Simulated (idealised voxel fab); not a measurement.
The following is a process module called voxel self aligned vias.
We display cut, a cross-section 270 nm in width whose square cells are each 5 nm.
The cross-sections in this document take the form of a grid made of square cells. They are written out as bands, in order from top to bottom. Each band consists of one or more rows of cells. Within each band entry, the heights of the top and of the bottom of the band appear first, in that order and in nm; the materials of the band then follow from left to right, each with its corresponding width in nm. The designation "all across" on a single material indicates that it fills the band from edge to edge; the designation "air" indicates empty space. The level at which height equals 0 is the one under which the wafer, as it arrives, is entirely one material. No lower edge exists for the bottom band, which continues downward and is notated as in "top 0, no bottom". Read "30 to 40" as a graded width: first number on top, second number at the bottom, same change between each pair of neighbouring rows. Where the words "no modifications" appear for a step, the cross-section shows no cell changed by that step; every cell remained as before. Entry "Closed void list". Content: empty spaces with no open connection to the top, size 8 cells or greater. Each: width x height at distance. Distance: from left edge. Unit: nm. Text after the settings on a step's line: the simulator's own remark on that step. Among the settings permitted on a step's line is "overlay nm"; applied to a step with a mask, it specifies the extent to which the mask lay to the right of its planned position, whereas a negative figure signifies a position to the left.
**This section lists the process steps that were planned**
- 1: RECEIVE [material Si]
- 2: CONFORMAL_DEP [material SiO2] [thk nm 10]
- 3: CONFORMAL_DEP [material SiCN] [thk nm 5]
- 4: DIRECTIONAL_DEP [material lowk] [thk nm 20]
- 5: MASKED_ETCH [tone open] [mask id LINES] [width nm 20] [pitch nm 70] [etch materials lowk] [depth nm 20] [overlay nm 0]
- 6: CONFORMAL_DEP [material TiN] [thk nm 5]
- 7: FILL_DEP [material Ru] [thk nm 10]
- 8: CMP [height nm 35]
- 9: SELECTIVE_ETCH [etch materials W Ru TiN] [depth nm 5]
- 10: FILL_DEP [material SiN] [thk nm 5]
- 11: CMP [height nm 35]
- 12: DIRECTIONAL_DEP [material lowk] [thk nm 20]
- 13: DIRECTIONAL_DEP [material aC] [thk nm 15]
- 14: PATTERN [tone open] [mask id VIAS] [material resist] [width nm 40] [pitch nm 70] [thk nm 30] [overlay nm 0]
- 15: DIRECTIONAL_ETCH [etch materials aC] [depth nm 15]
- 16: STRIP [etch materials resist]
- 17: DIRECTIONAL_ETCH [etch materials lowk] [depth nm 20]
- 18: DIRECTIONAL_ETCH [etch materials SiN] [depth nm 5]
- 19: STRIP [etch materials aC]
- 20: CONFORMAL_DEP [material TiN] [thk nm 5]
- 21: FILL_DEP [material Ru] [thk nm 10]
- 22: CMP [height nm 55]
- 23: CONFORMAL_DEP [material SiCN] [thk nm 5]
**Received-state cross-section, reflecting completion of step 1**
top 0, no bottom  Si all across
Closed void list: none
**Post-module cross-section of the first of two wafers (run per plan)**
top 60, bottom 55  SiCN all across
top 55, bottom 40  80 nm lowk, 5 nm TiN, 30 nm Ru, 5 nm TiN, 30 nm lowk, 5 nm TiN, 30 nm Ru, 5 nm TiN, 80 nm lowk
top 40, bottom 35  80 nm lowk, 15 nm TiN, 10 nm Ru, 15 nm TiN, 30 nm lowk, 15 nm TiN, 10 nm Ru, 15 nm TiN, 80 nm lowk
top 35, bottom 30  90 nm lowk, 20 nm TiN, 50 nm lowk, 20 nm TiN, 90 nm lowk
top 30, bottom 20  90 nm lowk, 5 nm TiN, 10 nm Ru, 5 nm TiN, 50 nm lowk, 5 nm TiN, 10 nm Ru, 5 nm TiN, 90 nm lowk
top 20, bottom 15  90 nm lowk, 20 nm TiN, 50 nm lowk, 20 nm TiN, 90 nm lowk
top 15, bottom 10  SiCN all across
top 10, bottom 0  SiO2 all across
top 0, no bottom  Si all across
Closed void list: none
**Presented here is a cross-section of the second of the two wafers as it stood at the end of the module. It was started in the same manner and assigned the same plan as the first wafer; however, one mistake was made in its execution**
top 60, bottom 55  SiCN all across
top 55, bottom 40  80 nm lowk, 5 nm TiN, 30 nm Ru, 5 nm TiN, 30 nm lowk, 5 nm TiN, 30 nm Ru, 5 nm TiN, 80 nm lowk
top 40, bottom 35  80 nm lowk, 15 nm TiN, 10 nm Ru, 15 nm TiN, 30 nm lowk, 15 nm TiN, 10 nm Ru, 15 nm TiN, 80 nm lowk
top 35, bottom 30  90 nm lowk, 20 nm TiN, 50 nm lowk, 20 nm TiN, 90 nm lowk
top 30, bottom 25  90 nm lowk, 5 nm TiN, 10 nm Ru, 5 nm TiN, 50 nm lowk, 5 nm TiN, 10 nm Ru, 5 nm TiN, 90 nm lowk
top 25, bottom 20  90 nm lowk, 20 nm TiN, 50 nm lowk, 20 nm TiN, 90 nm lowk
top 20, bottom 15  SiCN all across
top 15, bottom 0  SiO2 all across
top 0, no bottom  Si all across
Closed void list: none
what went wrong: for step 2, the planned setting was not used; the step was instead run as CONFORMAL_DEP [material SiO2] [thk nm 15]
Final cells, second wafer relative to first, materials higher or lower: Ru -4, SiO2 +54, TiN -4, lowk -46
